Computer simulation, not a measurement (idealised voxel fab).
process module | voxel self aligned contacts
cross-section cut | 175 nm wide | cells 5 nm
A cross-section is a grid of square cells, given in bands from the top down. A band is one or more rows of cells.
Each band's line starts with the height of the band's top and of its bottom, in nm. Then come its materials from left to right, each with its width in nm. One material with "throughout" fills the band from edge to edge. "air" is empty space.
Height 0 is the level under which the wafer as received is all one material. The lowest band goes on downwards, as in "0 down".
A width such as "30 to 40" changes by the same amount from each row of cells to the next, from the band's top row to its bottom row.
"no change" after a step means that no cell of the cross-section changed.
closed voids: empty space of 8 cells or more with no open way to the top, each as width x height at its distance from the left edge, in nm
after a step's settings: what the simulator itself notes on the step
overlay nm, on a step with a mask: how far to the right of its planned place the mask lay; to the left if negative
plan
1 op RECEIVE | material Si
2 op CONFORMAL_DEP | material SiO2 | thk nm 5
3 op DIRECTIONAL_DEP | material polySi | thk nm 20
4 op DIRECTIONAL_DEP | material SiN | thk nm 20
5 op MASKED_ETCH | tone cover | mask id GATE | width nm 35 | pitch nm 65 | etch materials SiN | depth nm 20 | overlay nm 0
6 op MASKED_ETCH | tone cover | mask id GATE | width nm 35 | pitch nm 65 | etch materials polySi | depth nm 20 | overlay nm 0
7 op CONFORMAL_DEP | material SiN | thk nm 5
8 op DIRECTIONAL_ETCH | etch materials SiN | depth nm 5
9 op FILL_DEP | material SiO2 | thk nm 10
10 op CMP | height nm 50
11 op PATTERN | tone open | mask id CONTACT | material resist | width nm 40 | thk nm 20 | overlay nm 0
12 op DIRECTIONAL_ETCH | etch materials SiO2 | depth nm 50
13 op STRIP | etch materials resist
14 op CONFORMAL_DEP | material TiN | thk nm 5
15 op FILL_DEP | material W | thk nm 10
16 op CMP | height nm 50
17 op CONFORMAL_DEP | material SiN | thk nm 5
first wafer, as planned
as received, after step 1
  0 down: Si throughout
  closed voids: none
after step 2
  5 to 0: SiO2 throughout
  below 0: unchanged
after step 3
  25 to 5: polySi throughout
  below 5: unchanged
after step 4
  45 to 25: SiN throughout
  below 25: unchanged
after step 5
  45 to 25: air 35 | SiN 35 | air 30 | SiN 35 | air 40
  below 25: unchanged
after step 6
  45 to 25: air 35 | SiN 35 | air 30 | SiN 35 | air 40
  25 to 5: air 35 | polySi 35 | air 30 | polySi 35 | air 40
  below 5: unchanged
after step 7
  50 to 25: air 30 | SiN 45 | air 20 | SiN 45 | air 35
  25 to 10: air 30 | SiN 5 | polySi 35 | SiN 5 | air 20 | SiN 5 | polySi 35 | SiN 5 | air 35
  10 to 5: SiN 35 | polySi 35 | SiN 30 | polySi 35 | SiN 40
  below 5: unchanged
after step 8
  45 to 25: air 30 | SiN 45 | air 20 | SiN 45 | air 35
  25 to 5: air 30 | SiN 5 | polySi 35 | SiN 5 | air 20 | SiN 5 | polySi 35 | SiN 5 | air 35
  below 5: unchanged
after step 9
  55 to 45: SiO2 throughout
  45 to 25: SiO2 30 | SiN 45 | SiO2 20 | SiN 45 | SiO2 35
  25 to 5: SiO2 30 | SiN 5 | polySi 35 | SiN 5 | SiO2 20 | SiN 5 | polySi 35 | SiN 5 | SiO2 35
  below 5: unchanged
after step 10
  50 to 45: SiO2 throughout
  below 45: unchanged
after step 11
  70 to 50: resist 65 | air 40 | resist 70
  below 50: unchanged
after step 12
  70 to 50: resist 65 | air 40 | resist 70
  50 to 45: SiO2 65 | air 40 | SiO2 70
  45 to 25: SiO2 30 | SiN 45 | air 20 | SiN 45 | SiO2 35
  25 to 5: SiO2 30 | SiN 5 | polySi 35 | SiN 5 | air 20 | SiN 5 | polySi 35 | SiN 5 | SiO2 35
  5 to 0: SiO2 75 | air 20 | SiO2 80
  below 0: unchanged
after step 13
  50 to 45: SiO2 65 | air 40 | SiO2 70
  below 45: unchanged
after step 14
  55 to 50: TiN 70 | air 30 | TiN 75
  50 to 45: SiO2 65 | TiN 15 | air 10 | TiN 15 | SiO2 70
  45 to 25: SiO2 30 | SiN 45 | TiN 5 | air 10 | TiN 5 | SiN 45 | SiO2 35
  25 to 5: SiO2 30 | SiN 5 | polySi 35 | SiN 5 | TiN 5 | air 10 | TiN 5 | SiN 5 | polySi 35 | SiN 5 | SiO2 35
  5 to 0: SiO2 75 | TiN 20 | SiO2 80
  below 0: unchanged
after step 15
  65 to 55: W throughout
  55 to 50: TiN 70 | W 30 | TiN 75
  50 to 45: SiO2 65 | TiN 15 | W 10 | TiN 15 | SiO2 70
  45 to 25: SiO2 30 | SiN 45 | TiN 5 | W 10 | TiN 5 | SiN 45 | SiO2 35
  25 to 5: SiO2 30 | SiN 5 | polySi 35 | SiN 5 | TiN 5 | W 10 | TiN 5 | SiN 5 | polySi 35 | SiN 5 | SiO2 35
  below 5: unchanged
after step 16
  50 to 45: SiO2 65 | TiN 15 | W 10 | TiN 15 | SiO2 70
  below 45: unchanged
after step 17
  55 to 50: SiN throughout
  below 50: unchanged
second wafer: like start, like plan, one mistake. Through step 2 it matches the first wafer
when step 3 should have ended
  45 to 5: polySi throughout
  below 5: unchanged
when step 4 should have ended
  65 to 45: SiN throughout
  below 45: unchanged
when step 5 should have ended
  65 to 45: air 35 | SiN 35 | air 30 | SiN 35 | air 40
  below 45: unchanged
when step 6 should have ended
  65 to 45: air 35 | SiN 35 | air 30 | SiN 35 | air 40
  45 to 25: air 35 | polySi 35 | air 30 | polySi 35 | air 40
  below 25: unchanged
when step 7 should have ended
  70 to 45: air 30 | SiN 45 | air 20 | SiN 45 | air 35
  45 to 30: air 30 | SiN 5 | polySi 35 | SiN 5 | air 20 | SiN 5 | polySi 35 | SiN 5 | air 35
  30 to 25: SiN 35 | polySi 35 | SiN 30 | polySi 35 | SiN 40
  below 25: unchanged
when step 8 should have ended
  65 to 45: air 30 | SiN 45 | air 20 | SiN 45 | air 35
  45 to 25: air 30 | SiN 5 | polySi 35 | SiN 5 | air 20 | SiN 5 | polySi 35 | SiN 5 | air 35
  below 25: unchanged
when step 9 should have ended
  75 to 65: SiO2 throughout
  65 to 45: SiO2 30 | SiN 45 | SiO2 20 | SiN 45 | SiO2 35
  45 to 25: SiO2 30 | SiN 5 | polySi 35 | SiN 5 | SiO2 20 | SiN 5 | polySi 35 | SiN 5 | SiO2 35
  below 25: unchanged
when step 10 should have ended
  50 to 45: SiO2 30 | SiN 45 | SiO2 20 | SiN 45 | SiO2 35
  below 45: unchanged
when step 11 should have ended
  70 to 50: resist 65 | air 40 | resist 70
  below 50: unchanged
when step 12 should have ended
  70 to 50: resist 65 | air 40 | resist 70
  50 to 45: SiO2 30 | SiN 45 | air 20 | SiN 45 | SiO2 35
  45 to 25: SiO2 30 | SiN 5 | polySi 35 | SiN 5 | air 20 | SiN 5 | polySi 35 | SiN 5 | SiO2 35
  below 25: unchanged
when step 13 should have ended
  50 to 45: SiO2 30 | SiN 45 | air 20 | SiN 45 | SiO2 35
  below 45: unchanged
when step 14 should have ended
  55 to 50: TiN 80 | air 10 | TiN 85
  50 to 45: SiO2 30 | SiN 45 | TiN 5 | air 10 | TiN 5 | SiN 45 | SiO2 35
  45 to 30: SiO2 30 | SiN 5 | polySi 35 | SiN 5 | TiN 5 | air 10 | TiN 5 | SiN 5 | polySi 35 | SiN 5 | SiO2 35
  30 to 25: SiO2 30 | SiN 5 | polySi 35 | SiN 5 | TiN 20 | SiN 5 | polySi 35 | SiN 5 | SiO2 35
  below 25: unchanged
when step 15 should have ended
  65 to 55: W throughout
  55 to 50: TiN 80 | W 10 | TiN 85
  50 to 45: SiO2 30 | SiN 45 | TiN 5 | W 10 | TiN 5 | SiN 45 | SiO2 35
  45 to 30: SiO2 30 | SiN 5 | polySi 35 | SiN 5 | TiN 5 | W 10 | TiN 5 | SiN 5 | polySi 35 | SiN 5 | SiO2 35
  below 30: unchanged
when step 16 should have ended
  50 to 45: SiO2 30 | SiN 45 | TiN 5 | W 10 | TiN 5 | SiN 45 | SiO2 35
  below 45: unchanged
when step 17 should have ended
  55 to 50: SiN throughout
  below 50: unchanged
what went wrong: step 3 was run twice
at the end the second wafer has, in cells: 54 fewer of SiN | 62 fewer of SiO2 | 14 fewer of TiN | 10 fewer of W | 140 more of polySi
